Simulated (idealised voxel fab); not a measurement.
Process module name: voxel gate over fins
In the cross-section labelled cut, the width is 250 nm and each square cell is 5 nm.
Cross-section spec: square-cell grid; bands listed top down; each band is one or more rows. Within each band entry, the heights of the top and of the bottom of the band appear first, in that order and in nm; the materials of the band then follow from left to right, each with its corresponding width in nm. The designation "throughout" on a single material indicates that it fills the band from edge to edge; the designation "blank" indicates empty space. Height datum 0, below which the as-received substrate wafer is one material. Lowest band open at the bottom, running downward: "0 -> down". Width spec "30 to 40" -> top row of cells at first value, bottom row at second value, equal per-row change in between. The cross-section has no changed cell in any step marked "nothing altered". Empty spaces without an open route to the top, at least 8 cells in extent, make up the entry "Completely sealed voids"; each is given as width x height at distance, where the distance is measured from the left edge, and all are in nm. That trailing text on a step's line, after the settings, is the simulator's own remark on the step. The optional step-line setting "overlay nm" applies to steps with a mask and quantifies how far to the right of its planned location the mask lay, a negative value indicating leftward placement.
Process steps - plan
| 1 | RECEIVE,material Si |
| 2 | CONFORMAL_DEP,material SiN,thk nm 5 |
| 3 | PATTERN,tone cover,mask id FINS,material resist,width nm 15,pitch nm 35,thk nm 15,overlay nm 0 |
| 4 | DIRECTIONAL_ETCH,etch materials SiN,depth nm 5 |
| 5 | DIRECTIONAL_ETCH,etch materials Si,depth nm 40 |
| 6 | STRIP,etch materials resist |
| 7 | FILL_DEP,material SiO2,thk nm 15 |
| 8 | CMP,height nm 5 |
| 9 | SELECTIVE_ETCH,etch materials SiO2,depth nm 15 |
| 10 | STRIP,etch materials SiN |
| 11 | CONFORMAL_DEP,material HfO2,thk nm 5 |
| 12 | CONFORMAL_DEP,material TiN,thk nm 5 |
| 13 | FILL_DEP,material W,thk nm 10 |
| 14 | CMP,height nm 15 |
| 15 | CONFORMAL_DEP,material SiCN,thk nm 5 |
So this is the incoming wafer in cross-section - it's already been through step 1
- 0 -> down = Si throughout
- Completely sealed voids: none
Cross-section taken at module completion on the first of two wafers; processed per the plan
- 20 -> 15 = SiCN throughout
- 15 -> 10 = W throughout
- 10 -> 5 = W 70 nm, TiN 105 nm, W 75 nm
- 5 -> 0 = W 70 nm, TiN 5 nm, HfO2 25 nm, TiN 10 nm, HfO2 25 nm, TiN 10 nm, HfO2 25 nm, TiN 5 nm, W 75 nm
- 0 -> -5 = TiN 75 nm, HfO2 5 nm, Si 15 nm, HfO2 5 nm, TiN 10 nm, HfO2 5 nm, Si 15 nm, HfO2 5 nm, TiN 10 nm, HfO2 5 nm, Si 15 nm, HfO2 5 nm, TiN 80 nm
- -5 -> -10 = HfO2 80 nm, Si 15 nm, HfO2 20 nm, Si 15 nm, HfO2 20 nm, Si 15 nm, HfO2 85 nm
- -10 -> -40 = SiO2 80 nm, Si 15 nm, SiO2 20 nm, Si 15 nm, SiO2 20 nm, Si 15 nm, SiO2 85 nm
- -40 -> down = Si throughout
- Completely sealed voids: none
End-of-module cross-section of the second wafer: identical starting point and process plan to the first, with one processing mistake
- 20 -> 15 = SiCN throughout
- 15 -> 10 = W throughout
- 10 -> 0 = W 70 nm, TiN 105 nm, W 75 nm
- 0 -> -10 = TiN 80 nm, Si 15 nm, TiN 20 nm, Si 15 nm, TiN 20 nm, Si 15 nm, TiN 85 nm
- -10 -> -40 = SiO2 80 nm, Si 15 nm, SiO2 20 nm, Si 15 nm, SiO2 20 nm, Si 15 nm, SiO2 85 nm
- -40 -> down = Si throughout
- Completely sealed voids: none
What was done differently from what was planned? off-plan run, step 11, actual operation and settings CONFORMAL_DEP,material TiN,thk nm 5
Once processing is complete, comparing cell counts shows that the second wafer has more or fewer of certain materials than the first: -62 HfO2 | +62 TiN
